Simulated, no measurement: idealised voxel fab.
process module | voxel transistor to metal
cross-section cut | 185 nm wide | cells 5 nm
A cross-section is a grid of square cells, given in bands from the top down. A band is one or more rows of cells.
Each band's line starts with the height of the band's top and of its bottom, in nm. Then come its materials from left to right, each with its width in nm. One material with "throughout" fills the band from edge to edge. "air" is empty space.
Height 0 is the level under which the wafer as received is all one material. The lowest band goes on downwards, as in "0 down".
A width such as "30 to 40" changes by the same amount from each row of cells to the next, from the band's top row to its bottom row.
"no change" after a step means that no cell of the cross-section changed.
closed voids: empty space of 8 cells or more with no open way to the top, each as width x height at its distance from the left edge, in nm
after a step's settings: what the simulator itself notes on the step
overlay nm, on a step with a mask: how far to the right of its planned place the mask lay; to the left if negative
plan
1 op RECEIVE | material Si
2 op OXIDIZE | depth nm 5
3 op CONFORMAL_DEP | material SiN | thk nm 10
4 op PATTERN | tone cover | mask id ACTIVE | material resist | width nm 115 | thk nm 15 | overlay nm 0
5 op DIRECTIONAL_ETCH | etch materials SiN | depth nm 10
6 op DIRECTIONAL_ETCH | etch materials SiO2 | depth nm 5
7 op DIRECTIONAL_ETCH | etch materials Si | depth nm 35
8 op STRIP | etch materials resist
9 op OXIDIZE | depth nm 5
10 op FILL_DEP | material SiO2 | thk nm 5
11 op CMP | height nm 10
12 op SELECTIVE_ETCH | etch materials SiO2 | depth nm 5
13 op STRIP | etch materials SiN
14 op SELECTIVE_ETCH | etch materials SiO2 | depth nm 5
15 op OXIDIZE | depth nm 5
16 op DIRECTIONAL_DEP | material polySi | thk nm 25
17 op DIRECTIONAL_DEP | material SiCN | thk nm 10
18 op MASKED_ETCH | tone cover | mask id GATE | width nm 35 | etch materials SiCN | depth nm 20 | overlay nm 0
19 op MASKED_ETCH | tone cover | mask id GATE | width nm 35 | etch materials polySi | depth nm 35 | overlay nm -10
20 op CONFORMAL_DEP | material SiN | thk nm 10
21 op DIRECTIONAL_ETCH | etch materials SiN | depth nm 10
22 op DIRECTIONAL_ETCH | etch materials SiO2 | depth nm 5
23 op DIRECTIONAL_ETCH | etch materials Si | depth nm 10
24 op EPI | material pSi | thk nm 15
25 op FILL_DEP | material SiO2 | thk nm 5
26 op CMP | height nm 20
27 op STRIP | etch materials polySi
28 op SELECTIVE_ETCH | etch materials SiO2 | depth nm 5
29 op CONFORMAL_DEP | material HfO2 | thk nm 5
30 op CONFORMAL_DEP | material TiN | thk nm 5
31 op FILL_DEP | material W | thk nm 5
32 op CMP | height nm 15
33 op DIRECTIONAL_DEP | material SiO2 | thk nm 10
34 op DIRECTIONAL_DEP | material aC | thk nm 15
35 op PATTERN | tone open | mask id CONTACT | material resist | width nm 15 | pitch nm 90 | thk nm 35 | overlay nm 0
36 op DIRECTIONAL_ETCH | etch materials aC | depth nm 15
37 op STRIP | etch materials resist
38 op DIRECTIONAL_ETCH | etch materials SiO2 | depth nm 30
39 op STRIP | etch materials aC
40 op CONFORMAL_DEP | material TiN | thk nm 5
41 op FILL_DEP | material W | thk nm 10
42 op CMP | height nm 25
43 op DIRECTIONAL_DEP | material TiN | thk nm 5
44 op DIRECTIONAL_DEP | material Ru | thk nm 20
45 op MASKED_ETCH | tone cover | mask id METAL_1 | width nm 15 | pitch nm 90 | etch materials Ru | depth nm 20 | overlay nm 0
46 op MASKED_ETCH | tone cover | mask id METAL_1 | width nm 15 | pitch nm 90 | etch materials TiN | depth nm 5 | overlay nm 0
47 op CONFORMAL_DEP | material SiN | thk nm 5
48 op FILL_DEP | material SiO2 | thk nm 10
49 op CMP | height nm 50
50 op CONFORMAL_DEP | material SiCN | thk nm 5
varied across the wafers: overlay nm of step 19. The plan shows the first wafer's value. All wafers start alike
first wafer as received, after step 1
  0 down: Si throughout
  closed voids: none
first wafer at the end, after step 50
  55 to 50: SiCN throughout
  50 to 30: SiO2 35 | SiN 5 | Ru 15 | SiN 5 | SiO2 65 | SiN 5 | Ru 15 | SiN 5 | SiO2 35
  30 to 25: SiN 40 | TiN 15 | SiN 75 | TiN 15 | SiN 40
  25 to 15: SiO2 40 | TiN 5 | W 5 | TiN 5 | SiO2 75 | TiN 5 | W 5 | TiN 5 | SiO2 40
  15 to 10: SiO2 40 | TiN 5 | W 5 | TiN 5 | SiN 10 | HfO2 5 | TiN 5 | W 25 | TiN 5 | HfO2 5 | SiN 10 | SiO2 10 | TiN 5 | W 5 | TiN 5 | SiO2 40
  10 to 5: SiO2 40 | TiN 15 | SiN 10 | HfO2 5 | TiN 5 | W 25 | TiN 5 | HfO2 5 | SiN 10 | SiO2 10 | TiN 15 | SiO2 40
  5 to 0: SiO2 40 | pSi 15 | SiN 10 | HfO2 5 | TiN 5 | W 25 | TiN 5 | HfO2 5 | SiN 10 | pSi 15 | TiN 10 | SiO2 40
  0 to -5: SiO2 30 | SiN 10 | pSi 15 | SiN 10 | HfO2 5 | TiN 35 | HfO2 5 | SiN 10 | pSi 15 | TiN 10 | SiN 10 | SiO2 30
  -5 to -10: SiO2 40 | pSi 15 | SiO2 5 | HfO2 55 | SiO2 5 | pSi 25 | SiO2 40
  -10 to -20: SiO2 40 | pSi 15 | Si 65 | pSi 25 | SiO2 40
  -20 to -45: SiO2 40 | Si 105 | SiO2 40
  -45 down: Si throughout
  closed voids: none
last wafer at the end
  55 to 50: SiCN throughout
  50 to 30: SiO2 35 | SiN 5 | Ru 15 | SiN 5 | SiO2 65 | SiN 5 | Ru 15 | SiN 5 | SiO2 35
  30 to 25: SiN 40 | TiN 15 | SiN 75 | TiN 15 | SiN 40
  25 to 15: SiO2 40 | TiN 5 | W 5 | TiN 5 | SiO2 75 | TiN 5 | W 5 | TiN 5 | SiO2 40
  15 to 10: SiO2 40 | TiN 5 | W 5 | TiN 5 | SiO2 10 | SiN 10 | HfO2 5 | TiN 5 | W 25 | TiN 5 | HfO2 5 | SiN 10 | TiN 5 | W 5 | TiN 5 | SiO2 40
  10 to 5: SiO2 40 | TiN 15 | SiO2 10 | SiN 10 | HfO2 5 | TiN 5 | W 25 | TiN 5 | HfO2 5 | SiN 10 | TiN 15 | SiO2 40
  5 to 0: SiO2 40 | TiN 10 | pSi 15 | SiN 10 | HfO2 5 | TiN 5 | W 25 | TiN 5 | HfO2 5 | SiN 10 | pSi 15 | SiO2 40
  0 to -5: SiO2 30 | SiN 10 | TiN 10 | pSi 15 | SiN 10 | HfO2 5 | TiN 35 | HfO2 5 | SiN 10 | pSi 15 | SiN 10 | SiO2 30
  -5 to -10: SiO2 40 | pSi 25 | SiO2 5 | HfO2 55 | SiO2 5 | pSi 15 | SiO2 40
  -10 to -20: SiO2 40 | pSi 25 | Si 65 | pSi 15 | SiO2 40
  -20 to -45: SiO2 40 | Si 105 | SiO2 40
  -45 down: Si throughout
  closed voids: none
each wafer at the end: cells of each material gained (+) or lost (-) since it was received, then its closed voids
overlay nm -10 | +19 HfO2 | +24 Ru | -202 Si | +37 SiCN | +67 SiN | +364 SiO2 | +41 TiN | +21 W | +36 pSi | closed voids: none
overlay nm -5 | +18 HfO2 | +24 Ru | -204 Si | +37 SiCN | +67 SiN | +366 SiO2 | +42 TiN | +18 W | +39 pSi | closed voids: none
overlay nm 0 | +17 HfO2 | +24 Ru | -206 Si | +37 SiCN | +67 SiN | +368 SiO2 | +43 TiN | +15 W | +42 pSi | closed voids: none
overlay nm 5 | +18 HfO2 | +24 Ru | -204 Si | +37 SiCN | +67 SiN | +366 SiO2 | +42 TiN | +18 W | +39 pSi | closed voids: none
overlay nm 10 | +19 HfO2 | +24 Ru | -202 Si | +37 SiCN | +67 SiN | +364 SiO2 | +41 TiN | +21 W | +36 pSi | closed voids: none
